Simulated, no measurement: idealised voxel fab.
Process module name: voxel air gaps
This is section cut - it's 260 nm across, gridded in 5 nm square cells.
Each cross-section below is a grid of square cells, stated as bands in top-down order, with one or more rows of cells making up each band. Heads up on the band format: heights come first, top then bottom, in nm. After that it's the materials left to right, each with its width in nm. A single material flagged "full width" fills the whole band edge to edge, and "empty" means there's empty space there. We count height from 0. Below that, the starting wafer is all one material. The lowest band never ends at the bottom but goes on down; see "0 and below" for how that is written. Note: "30 to 40" means the width goes from the first number (top row of the band) to the second number (bottom row) in equal steps per row of cells. Step note "stayed the same" = no cross-section cell changed. Heads up: "Fully sealed cavities" only lists the empty pockets with no open path to the top that are 8 cells or more, and it writes them as width x height at distance, distance from the left edge, in nm. That trailing text on a step's line, after the settings, is the simulator's own remark on the step. A step's line can hold "overlay nm"; with a mask on that step, the setting says how far right of the planned place the mask lay, while a negative setting says it lay to the left.

Below is the list of planned process steps:
1. RECEIVE | material Si
2. CONFORMAL_DEP | material SiO2 | thk nm 15
3. CONFORMAL_DEP | material SiCN | thk nm 5
4. DIRECTIONAL_DEP | material lowk | thk nm 35
5. DIRECTIONAL_DEP | material aC | thk nm 15
6. PATTERN | tone open | mask id LINES | material resist | width nm 25 | pitch nm 50 | thk nm 35 | overlay nm 0
7. DIRECTIONAL_ETCH | etch materials aC | depth nm 15
8. STRIP | etch materials resist
9. DIRECTIONAL_ETCH | etch materials lowk | depth nm 35
10. STRIP | etch materials aC
11. CONFORMAL_DEP | material TiN | thk nm 5
12. FILL_DEP | material Cu | thk nm 5
13. CMP | height nm 55
14. EPI | material Ru | thk nm 10
15. SELECTIVE_ETCH | etch materials lowk | depth nm 45
16. CONFORMAL_DEP | material SiCN | thk nm 5

Wafer, first of two, run as planned:

Cross-sectional view of the wafer in its as-received condition, corresponding to the state after step 1:
0 and below  Si full width
Fully sealed cavities: none

Cross-section of the wafer after step 2:
15 down to 0  SiO2 full width
Under the height 0 nothing was changed.

Cross-section of the wafer after step 3:
20 down to 15  SiCN full width
Under the height 15 nothing was changed.

Cross-section of the wafer after step 4:
55 down to 20  lowk full width
Under the height 20 nothing was changed.

Cross-section of the wafer after step 5:
70 down to 55  aC full width
Under the height 55 nothing was changed.

Cross-section of the wafer after step 6:
105 down to 70  40 resist; 25 empty; 25 resist; 25 empty; 25 resist; 25 empty; 25 resist; 25 empty; 45 resist
Under the height 70 nothing was changed.

Cross-section of the wafer after step 7:
90 down to 70  40 resist; 25 empty; 25 resist; 25 empty; 25 resist; 25 empty; 25 resist; 25 empty; 45 resist
70 down to 55  40 aC; 25 empty; 25 aC; 25 empty; 25 aC; 25 empty; 25 aC; 25 empty; 45 aC
Under the height 55 nothing was changed.

Cross-section of the wafer after step 8:
70 down to 55  40 aC; 25 empty; 25 aC; 25 empty; 25 aC; 25 empty; 25 aC; 25 empty; 45 aC
Under the height 55 nothing was changed.

Cross-section of the wafer after step 9:
70 down to 55  40 aC; 25 empty; 25 aC; 25 empty; 25 aC; 25 empty; 25 aC; 25 empty; 45 aC
55 down to 20  40 lowk; 25 empty; 25 lowk; 25 empty; 25 lowk; 25 empty; 25 lowk; 25 empty; 45 lowk
Under the height 20 nothing was changed.

Cross-section of the wafer after step 10:
55 down to 20  40 lowk; 25 empty; 25 lowk; 25 empty; 25 lowk; 25 empty; 25 lowk; 25 empty; 45 lowk
Under the height 20 nothing was changed.

Cross-section of the wafer after step 11:
60 down to 55  45 TiN; 15 empty; 35 TiN; 15 empty; 35 TiN; 15 empty; 35 TiN; 15 empty; 50 TiN
55 down to 25  40 lowk; 5 TiN; 15 empty; 5 TiN; 25 lowk; 5 TiN; 15 empty; 5 TiN; 25 lowk; 5 TiN; 15 empty; 5 TiN; 25 lowk; 5 TiN; 15 empty; 5 TiN; 45 lowk
25 down to 20  40 lowk; 25 TiN; 25 lowk; 25 TiN; 25 lowk; 25 TiN; 25 lowk; 25 TiN; 45 lowk
Under the height 20 nothing was changed.

Cross-section of the wafer after step 12:
65 down to 60  Cu full width
60 down to 55  45 TiN; 15 Cu; 35 TiN; 15 Cu; 35 TiN; 15 Cu; 35 TiN; 15 Cu; 50 TiN
55 down to 25  40 lowk; 5 TiN; 15 Cu; 5 TiN; 25 lowk; 5 TiN; 15 Cu; 5 TiN; 25 lowk; 5 TiN; 15 Cu; 5 TiN; 25 lowk; 5 TiN; 15 Cu; 5 TiN; 45 lowk
Under the height 25 nothing was changed.

Cross-section of the wafer after step 13:
55 down to 25  40 lowk; 5 TiN; 15 Cu; 5 TiN; 25 lowk; 5 TiN; 15 Cu; 5 TiN; 25 lowk; 5 TiN; 15 Cu; 5 TiN; 25 lowk; 5 TiN; 15 Cu; 5 TiN; 45 lowk
Under the height 25 nothing was changed.

Cross-section of the wafer after step 14:
65 down to 55  30 empty; 45 Ru; 5 empty; 45 Ru; 5 empty; 45 Ru; 5 empty; 45 Ru; 35 empty
Under the height 55 nothing was changed.

Cross-section of the wafer after step 15:
65 down to 55  30 empty; 45 Ru; 5 empty; 45 Ru; 5 empty; 45 Ru; 5 empty; 45 Ru; 35 empty
55 down to 25  40 empty; 5 TiN; 15 Cu; 5 TiN; 25 empty; 5 TiN; 15 Cu; 5 TiN; 25 empty; 5 TiN; 15 Cu; 5 TiN; 25 empty; 5 TiN; 15 Cu; 5 TiN; 45 empty
25 down to 20  40 empty; 25 TiN; 25 empty; 25 TiN; 25 empty; 25 TiN; 25 empty; 25 TiN; 45 empty
Under the height 20 nothing was changed.

Cross-section of the wafer after step 16:
70 down to 65  25 empty; 205 SiCN; 30 empty
65 down to 55  25 empty; 5 SiCN; 45 Ru; 5 SiCN; 45 Ru; 5 SiCN; 45 Ru; 5 SiCN; 45 Ru; 5 SiCN; 30 empty
55 down to 50  25 empty; 15 SiCN; 5 TiN; 15 Cu; 5 TiN; 25 SiCN; 5 TiN; 15 Cu; 5 TiN; 25 SiCN; 5 TiN; 15 Cu; 5 TiN; 25 SiCN; 5 TiN; 15 Cu; 5 TiN; 15 SiCN; 30 empty
50 down to 25  35 empty; 5 SiCN; 5 TiN; 15 Cu; 5 TiN; 5 SiCN; 15 empty; 5 SiCN; 5 TiN; 15 Cu; 5 TiN; 5 SiCN; 15 empty; 5 SiCN; 5 TiN; 15 Cu; 5 TiN; 5 SiCN; 15 empty; 5 SiCN; 5 TiN; 15 Cu; 5 TiN; 5 SiCN; 40 empty
25 down to 20  40 SiCN; 25 TiN; 25 SiCN; 25 TiN; 25 SiCN; 25 TiN; 25 SiCN; 25 TiN; 45 SiCN
Under the height 20 nothing was changed.
Fully sealed cavities: 15 x 25 at 70; 15 x 25 at 120; 15 x 25 at 170

The Second Wafer: Common Origin and Plan, One Mistake in Execution, Identical to the First Through Step 2:

At the planned end of step 3, the second wafer in cross-section:
20 down to 0  SiO2 full width
Under the height 0 nothing was changed.

At the planned end of step 4, the second wafer in cross-section:
55 down to 20  lowk full width
Under the height 20 nothing was changed.

At the planned end of step 5, the second wafer in cross-section:
70 down to 55  aC full width
Under the height 55 nothing was changed.

At the planned end of step 6, the second wafer in cross-section:
105 down to 70  40 resist; 25 empty; 25 resist; 25 empty; 25 resist; 25 empty; 25 resist; 25 empty; 45 resist
Under the height 70 nothing was changed.

At the planned end of step 7, the second wafer in cross-section:
90 down to 70  40 resist; 25 empty; 25 resist; 25 empty; 25 resist; 25 empty; 25 resist; 25 empty; 45 resist
70 down to 55  40 aC; 25 empty; 25 aC; 25 empty; 25 aC; 25 empty; 25 aC; 25 empty; 45 aC
Under the height 55 nothing was changed.

At the planned end of step 8, the second wafer in cross-section:
70 down to 55  40 aC; 25 empty; 25 aC; 25 empty; 25 aC; 25 empty; 25 aC; 25 empty; 45 aC
Under the height 55 nothing was changed.

At the planned end of step 9, the second wafer in cross-section:
70 down to 55  40 aC; 25 empty; 25 aC; 25 empty; 25 aC; 25 empty; 25 aC; 25 empty; 45 aC
55 down to 20  40 lowk; 25 empty; 25 lowk; 25 empty; 25 lowk; 25 empty; 25 lowk; 25 empty; 45 lowk
Under the height 20 nothing was changed.

At the planned end of step 10, the second wafer in cross-section:
55 down to 20  40 lowk; 25 empty; 25 lowk; 25 empty; 25 lowk; 25 empty; 25 lowk; 25 empty; 45 lowk
Under the height 20 nothing was changed.

At the planned end of step 11, the second wafer in cross-section:
60 down to 55  45 TiN; 15 empty; 35 TiN; 15 empty; 35 TiN; 15 empty; 35 TiN; 15 empty; 50 TiN
55 down to 25  40 lowk; 5 TiN; 15 empty; 5 TiN; 25 lowk; 5 TiN; 15 empty; 5 TiN; 25 lowk; 5 TiN; 15 empty; 5 TiN; 25 lowk; 5 TiN; 15 empty; 5 TiN; 45 lowk
25 down to 20  40 lowk; 25 TiN; 25 lowk; 25 TiN; 25 lowk; 25 TiN; 25 lowk; 25 TiN; 45 lowk
Under the height 20 nothing was changed.

At the planned end of step 12, the second wafer in cross-section:
65 down to 60  Cu full width
60 down to 55  45 TiN; 15 Cu; 35 TiN; 15 Cu; 35 TiN; 15 Cu; 35 TiN; 15 Cu; 50 TiN
55 down to 25  40 lowk; 5 TiN; 15 Cu; 5 TiN; 25 lowk; 5 TiN; 15 Cu; 5 TiN; 25 lowk; 5 TiN; 15 Cu; 5 TiN; 25 lowk; 5 TiN; 15 Cu; 5 TiN; 45 lowk
Under the height 25 nothing was changed.

At the planned end of step 13, the second wafer in cross-section:
55 down to 25  40 lowk; 5 TiN; 15 Cu; 5 TiN; 25 lowk; 5 TiN; 15 Cu; 5 TiN; 25 lowk; 5 TiN; 15 Cu; 5 TiN; 25 lowk; 5 TiN; 15 Cu; 5 TiN; 45 lowk
Under the height 25 nothing was changed.

At the planned end of step 14, the second wafer in cross-section:
65 down to 55  30 empty; 45 Ru; 5 empty; 45 Ru; 5 empty; 45 Ru; 5 empty; 45 Ru; 35 empty
Under the height 55 nothing was changed.

At the planned end of step 15, the second wafer in cross-section:
65 down to 55  30 empty; 45 Ru; 5 empty; 45 Ru; 5 empty; 45 Ru; 5 empty; 45 Ru; 35 empty
55 down to 25  40 empty; 5 TiN; 15 Cu; 5 TiN; 25 empty; 5 TiN; 15 Cu; 5 TiN; 25 empty; 5 TiN; 15 Cu; 5 TiN; 25 empty; 5 TiN; 15 Cu; 5 TiN; 45 empty
25 down to 20  40 empty; 25 TiN; 25 empty; 25 TiN; 25 empty; 25 TiN; 25 empty; 25 TiN; 45 empty
Under the height 20 nothing was changed.

At the planned end of step 16, the second wafer in cross-section:
70 down to 65  25 empty; 205 SiCN; 30 empty
65 down to 55  25 empty; 5 SiCN; 45 Ru; 5 SiCN; 45 Ru; 5 SiCN; 45 Ru; 5 SiCN; 45 Ru; 5 SiCN; 30 empty
55 down to 50  25 empty; 15 SiCN; 5 TiN; 15 Cu; 5 TiN; 25 SiCN; 5 TiN; 15 Cu; 5 TiN; 25 SiCN; 5 TiN; 15 Cu; 5 TiN; 25 SiCN; 5 TiN; 15 Cu; 5 TiN; 15 SiCN; 30 empty
50 down to 25  35 empty; 5 SiCN; 5 TiN; 15 Cu; 5 TiN; 5 SiCN; 15 empty; 5 SiCN; 5 TiN; 15 Cu; 5 TiN; 5 SiCN; 15 empty; 5 SiCN; 5 TiN; 15 Cu; 5 TiN; 5 SiCN; 15 empty; 5 SiCN; 5 TiN; 15 Cu; 5 TiN; 5 SiCN; 40 empty
25 down to 20  40 SiCN; 25 TiN; 25 SiCN; 25 TiN; 25 SiCN; 25 TiN; 25 SiCN; 25 TiN; 45 SiCN
Under the height 20 nothing was changed.
Fully sealed cavities: 15 x 25 at 70; 15 x 25 at 120; 15 x 25 at 170
Short version of what went wrong: step 3 changed vs plan, executed as CONFORMAL_DEP | material SiO2 | thk nm 5
Wrapping up, a cell-based count of both wafers puts the second over or under the first for these materials: 52 fewer of SiCN | 52 more of SiO2
